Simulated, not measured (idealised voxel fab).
process module | voxel spacer lines
cross-section cut | 215 nm wide | cells 5 nm
A cross-section is a grid of square cells, given in bands from the top down. A band is one or more rows of cells.
Each band's line starts with the height of the band's top and of its bottom, in nm. Then come its materials from left to right, each with its width in nm. One material with "throughout" fills the band from edge to edge. "air" is empty space.
Height 0 is the level under which the wafer as received is all one material. The lowest band goes on downwards, as in "0 down".
A width such as "30 to 40" changes by the same amount from each row of cells to the next, from the band's top row to its bottom row.
"no change" after a step means that no cell of the cross-section changed.
closed voids: empty space of 8 cells or more with no open way to the top, each as width x height at its distance from the left edge, in nm
after a step's settings: what the simulator itself notes on the step
overlay nm, on a step with a mask: how far to the right of its planned place the mask lay; to the left if negative
plan
1 op RECEIVE | material Si
2 op CONFORMAL_DEP | material Al2O3 | thk nm 10
3 op DIRECTIONAL_DEP | material SiN | thk nm 15
4 op DIRECTIONAL_DEP | material aC | thk nm 30
5 op PATTERN | tone cover | mask id MANDREL | material resist | width nm 15 | pitch nm 60 | thk nm 40 | overlay nm 0
6 op DIRECTIONAL_ETCH | etch materials aC | depth nm 30
7 op STRIP | etch materials resist
8 op CONFORMAL_DEP | material SiO2 | thk nm 15
9 op DIRECTIONAL_ETCH | etch materials SiO2 | depth nm 15
10 op STRIP | etch materials aC
11 op DIRECTIONAL_ETCH | etch materials SiN | depth nm 15
12 op STRIP | etch materials SiO2
as received, after step 1
  0 down: Si throughout
  closed voids: none
a wafer at the end: this start, this plan, one mistake
  15 to 0: air 55 | SiN 15 | air 15 | SiN 15 | air 15 | SiN 15 | air 15 | SiN 15 | air 55
  0 down: Si throughout
  closed voids: none
what went wrong: step 2 was left out
